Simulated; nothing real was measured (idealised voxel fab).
process module | voxel released beams
cross-section cut | 220 nm wide | cells 5 nm
A cross-section is a grid of square cells, given in bands from the top down. A band is one or more rows of cells.
Each band's line starts with the height of the band's top and of its bottom, in nm. Then come its materials from left to right, each with its width in nm. One material with "throughout" fills the band from edge to edge. "air" is empty space.
Height 0 is the level under which the wafer as received is all one material. The lowest band goes on downwards, as in "0 down".
A width such as "30 to 40" changes by the same amount from each row of cells to the next, from the band's top row to its bottom row.
"no change" after a step means that no cell of the cross-section changed.
closed voids: empty space of 8 cells or more with no open way to the top, each as width x height at its distance from the left edge, in nm
after a step's settings: what the simulator itself notes on the step
overlay nm, on a step with a mask: how far to the right of its planned place the mask lay; to the left if negative
plan
1 op RECEIVE | material Si
2 op CONFORMAL_DEP | material SiN | thk nm 5
3 op DIRECTIONAL_DEP | material SiO2 | thk nm 20
4 op PATTERN | tone open | mask id ANCHOR | material resist | width nm 45 | thk nm 20 | overlay nm 0
5 op DIRECTIONAL_ETCH | etch materials SiO2 | depth nm 20
6 op STRIP | etch materials resist
7 op CONFORMAL_DEP | material W | thk nm 15
8 op PATTERN | tone cover | mask id BEAM | material resist | width nm 95 | thk nm 20 | overlay nm 0
9 op DIRECTIONAL_ETCH | etch materials W | depth nm 15
10 op STRIP | etch materials resist
11 op STRIP | etch materials SiO2
as received, after step 1
  0 down: Si throughout
  closed voids: none
first wafer at the end, as planned
  40 to 25: air 60 | W 20 | air 15 | W 60 | air 65
  25 to 20: air 65 | W 15 | air 15 | W 15 | air 110
  20 to 5: air 65 | W 45 | air 110
  5 to 0: SiN throughout
  0 down: Si throughout
  closed voids: none
second wafer at the end: like start, like plan, one mistake
  35 to 20: air 60 | W 20 | air 15 | W 60 | air 65
  20 to 15: air 65 | W 15 | air 15 | W 15 | air 110
  15 to 0: air 65 | W 45 | air 110
  0 down: Si throughout
  closed voids: none
what went wrong: step 2 was left out
at the end the second wafer has, in cells: 44 fewer of SiN
